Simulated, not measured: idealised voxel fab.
Proc. module: voxel capacitor over wiring
Square cell edge 5 nm, section width 245 nm, ID cut.
We lay out every cross-section as a grid of square cells and spell it out in bands from the top down, where one band means one or more rows of cells.
What a band's entry tells you: where the top is and where the bottom is, as heights in nm, and after that what lies inside, material by material from left to right, each with its width in nm. Empty space is written as the word "air", and a single material marked with the word "everywhere" occupies the band from edge to edge.
A quick word on heights: they are counted from 0, and under that level the wafer as it came to us is one material throughout. The lowest band is different from the rest in having no bottom; it simply continues downward, written as in "0 and below".
The two numbers in a width such as "30..40" mark its ends across the band: the first belongs to the top row of cells, the second to the bottom row, and from each row to the next the width moves by the same amount.
"same as before" after a step means that no cell of the cross-section changed.
Each empty space that has no open way to the top and spans at least 8 cells appears under "Enclosed internal voids" as width x height at distance, the distance counted from the left edge, all in nm.
On a step's line, text after the settings is the simulator commenting on that step.
A step line may carry the setting "overlay nm", which, for steps involving a mask, states the distance by which the mask lay to the right of its intended position; negative values denote displacement to the left.

Below is the list of planned process steps
step 1: RECEIVE,material Si
step 2: CONFORMAL_DEP,material SiO2,thk nm 15
step 3: DIRECTIONAL_DEP,material TiN,thk nm 5
step 4: DIRECTIONAL_DEP,material Ru,thk nm 15
step 5: DIRECTIONAL_DEP,material aC,thk nm 10
step 6: PATTERN,tone cover,mask id METAL_1,material resist,width nm 25,pitch nm 85,thk nm 30,overlay nm 0
step 7: DIRECTIONAL_ETCH,etch materials aC,depth nm 10
step 8: STRIP,etch materials resist
step 9: DIRECTIONAL_ETCH,etch materials Ru,depth nm 15
step 10: DIRECTIONAL_ETCH,etch materials TiN,depth nm 5
step 11: STRIP,etch materials aC
step 12: FILL_DEP,material SiO2,thk nm 5
step 13: CMP,height nm 35
step 14: CONFORMAL_DEP,material SiCN,thk nm 5
step 15: DIRECTIONAL_DEP,material SiO2,thk nm 20
step 16: PATTERN,tone open,mask id PLUG_1,material resist,width nm 15,thk nm 20,overlay nm 0
step 17: DIRECTIONAL_ETCH,etch materials SiO2,depth nm 20
step 18: DIRECTIONAL_ETCH,etch materials SiCN,depth nm 5
step 19: STRIP,etch materials resist
step 20: CONFORMAL_DEP,material TiN,thk nm 5
step 21: FILL_DEP,material Ru,thk nm 5
step 22: CMP,height nm 60
step 23: DIRECTIONAL_DEP,material TiN,thk nm 5
step 24: DIRECTIONAL_DEP,material SiN,thk nm 5
step 25: DIRECTIONAL_DEP,material TiN,thk nm 5
step 26: PATTERN,tone cover,mask id UPPER_PLATE,material resist,width nm 65,thk nm 15,overlay nm 0
step 27: DIRECTIONAL_ETCH,etch materials TiN,depth nm 5
step 28: DIRECTIONAL_ETCH,etch materials SiN,depth nm 5
step 29: STRIP,etch materials resist
step 30: MASKED_ETCH,tone cover,mask id LOWER_PLATE,width nm 75,etch materials TiN,depth nm 5,overlay nm 0
step 31: FILL_DEP,material SiO2,thk nm 20
step 32: CMP,height nm 90
step 33: MASKED_ETCH,tone open,mask id PLUG_2,width nm 15,etch materials SiO2,depth nm 15,overlay nm 0
step 34: CONFORMAL_DEP,material TiN,thk nm 5
step 35: FILL_DEP,material Cu,thk nm 5
step 36: CMP,height nm 90
step 37: CONFORMAL_DEP,material SiN,thk nm 5

Cross-section, incoming material, after step 1
	0 and below | Si everywhere
	Enclosed internal voids: none

Below is the wafer in cross-section after the module was completed. It began from the starting point shown above and followed the plan shown above, except that one mistake was made while running it
	95 down to 90 | SiN everywhere
	90 down to 80 | SiO2 85 nm; TiN 5 nm; Cu 5 nm; TiN 5 nm; SiO2 145 nm
	80 down to 70 | SiO2 85..70 nm; TiN 15..60 nm; SiO2 145..115 nm
	70 down to 65 | SiO2 65 nm; SiN 65 nm; SiO2 115 nm
	65 down to 60 | SiO2 65 nm; TiN 80 nm; SiO2 100 nm
	60 down to 40 | SiO2 75 nm; TiN 5 nm; Ru 5 nm; TiN 5 nm; SiO2 155 nm
	40 down to 35 | SiCN 75 nm; TiN 15 nm; SiCN 155 nm
	35 down to 20 | SiO2 65 nm; Ru 25 nm; SiO2 60 nm; Ru 25 nm; SiO2 70 nm
	20 down to 15 | SiO2 65 nm; TiN 25 nm; SiO2 60 nm; TiN 25 nm; SiO2 70 nm
	15 down to 0 | SiO2 everywhere
	0 and below | Si everywhere
	Enclosed internal voids: none
what went wrong: note that step 26 departed from the planned setting and was carried out as PATTERN,tone cover,mask id UPPER_PLATE,material resist,width nm 65,thk nm 15,overlay nm -10
